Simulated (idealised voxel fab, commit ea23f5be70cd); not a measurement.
The process module that follows is named voxel ribs on slabs.
The width of the displayed cross-section, cut, is 220 nm; its cells are square, with a size of 5 nm.
Reading order for cross-sections: top band down to bottom band. Underlying form: a grid of square cells. Band size: one or more rows of cells. For a band, the entry starts with two heights in nm, that of the top and then that of the bottom, and carries on with the band's materials in order from left to right, each alongside its width in nm; the word "everywhere" beside a single material means it fills the band edge to edge, and "air" means empty space. Height is counted from the level 0, under which the received wafer is composed throughout of one material. The lowest of the bands is not closed at the bottom but continues downward, in the notation "0..down". Note: "30 to 40" means the width goes from the first number (top row of the band) to the second number (bottom row) in equal steps per row of cells. "stayed the same" for a step: no cell of the cross-section changed in that step. Basically, "Closed void list" tells you about the enclosed voids: empty spaces with no open way to the top, 8 cells or bigger, each written width x height at distance, where distance is from the left edge, all in nm. On each step's line, the part that comes after the settings is the simulator's own comment on the step. The setting "overlay nm" may be written on the line of a step. When the step uses a mask, the value reports how far to the right of the planned place the mask lay, and a negative value reports that it lay to the left.

Intended process steps:
1) op RECEIVE | material Si
2) op DIRECTIONAL_DEP | material SiO2 | thk nm 20
3) op DIRECTIONAL_DEP | material polySi | thk nm 20
4) op PATTERN | tone cover | mask id RIB | material resist | width nm 20 | thk nm 20 | overlay nm 0
5) op DIRECTIONAL_ETCH | etch materials polySi | depth nm 5
6) op STRIP | etch materials resist
7) op DIRECTIONAL_DEP | material aC | thk nm 10
8) op PATTERN | tone cover | mask id SLAB | material resist | width nm 70 | thk nm 30 | overlay nm 0
9) op DIRECTIONAL_ETCH | etch materials aC | depth nm 10
10) op STRIP | etch materials resist
11) op DIRECTIONAL_ETCH | etch materials polySi | depth nm 15
12) op STRIP | etch materials aC
13) op FILL_DEP | material SiO2 | thk nm 20
14) op CMP | height nm 55
15) op DIRECTIONAL_DEP | material TiN | thk nm 10
16) op PATTERN | tone cover | mask id HEATER | material resist | width nm 30 | thk nm 15 | overlay nm 0
17) op DIRECTIONAL_ETCH | etch materials TiN | depth nm 10
18) op STRIP | etch materials resist
19) op CONFORMAL_DEP | material SiN | thk nm 5

Delivered wafer in cross-section: state after step 1:
  0..down  Si everywhere
  Closed void list: none

End state of the module in cross-section, given the above starting point and plan and one mistake in execution:
  70..65  air=90  SiN=40  air=90
  65..60  air=90  SiN=5  TiN=30  SiN=5  air=90
  60..55  SiN=95  TiN=30  SiN=95
  55..35  SiO2 everywhere
  35..25  polySi=75  SiO2=70  polySi=75
  25..20  polySi=75  SiO2=25  polySi=20  SiO2=25  polySi=75
  20..0  SiO2 everywhere
  0..down  Si everywhere
  Closed void list: none
Heads up, the wafer didn't run the way we planned it: step 8 was run on a setting that differed from the plan, and what really ran there is op PATTERN | tone open | mask id SLAB | material resist | width nm 70 | thk nm 30 | overlay nm 0
